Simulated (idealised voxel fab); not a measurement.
process module | voxel tone inversion
cross-section cut | 245 nm wide | cells 5 nm
A cross-section is a grid of square cells, given in bands from the top down. A band is one or more rows of cells.
Each band's line starts with the height of the band's top and of its bottom, in nm. Then come its materials from left to right, each with its width in nm. One material with "throughout" fills the band from edge to edge. "air" is empty space.
Height 0 is the level under which the wafer as received is all one material. The lowest band goes on downwards, as in "0 down".
A width such as "30 to 40" changes by the same amount from each row of cells to the next, from the band's top row to its bottom row.
"no change" after a step means that no cell of the cross-section changed.
closed voids: empty space of 8 cells or more with no open way to the top, each as width x height at its distance from the left edge, in nm
after a step's settings: what the simulator itself notes on the step
overlay nm, on a step with a mask: how far to the right of its planned place the mask lay; to the left if negative
plan
1 op RECEIVE | material Si
2 op CONFORMAL_DEP | material SiN | thk nm 5
3 op DIRECTIONAL_DEP | material polySi | thk nm 15
4 op PATTERN | tone cover | mask id POSTS | material resist | width nm 15 | pitch nm 40 | thk nm 20 | overlay nm 0
5 op DIRECTIONAL_ETCH | etch materials polySi | depth nm 15
6 op STRIP | etch materials resist
7 op FILL_DEP | material SiO2 | thk nm 5
8 op CMP | height nm 20
9 op STRIP | etch materials polySi
varied across the wafers: width nm of step 4. The plan shows the first wafer's value. All wafers start alike
first wafer as received, after step 1
  0 down: Si throughout
  closed voids: none
first wafer at the end, after step 9
  20 to 5: SiO2 55 | air 15 | SiO2 25 | air 15 | SiO2 25 | air 15 | SiO2 25 | air 15 | SiO2 55
  5 to 0: SiN throughout
  0 down: Si throughout
  closed voids: none
last wafer at the end
  20 to 5: SiO2 50 | air 25 | SiO2 15 | air 25 | SiO2 15 | air 25 | SiO2 15 | air 25 | SiO2 50
  5 to 0: SiN throughout
  0 down: Si throughout
  closed voids: none
each wafer at the end: cells of each material gained (+) or lost (-) since it was received, then its closed voids
width nm 15 | +49 SiN | +111 SiO2 | closed voids: none
width nm 20 | +49 SiN | +99 SiO2 | closed voids: none
width nm 25 | +49 SiN | +87 SiO2 | closed voids: none
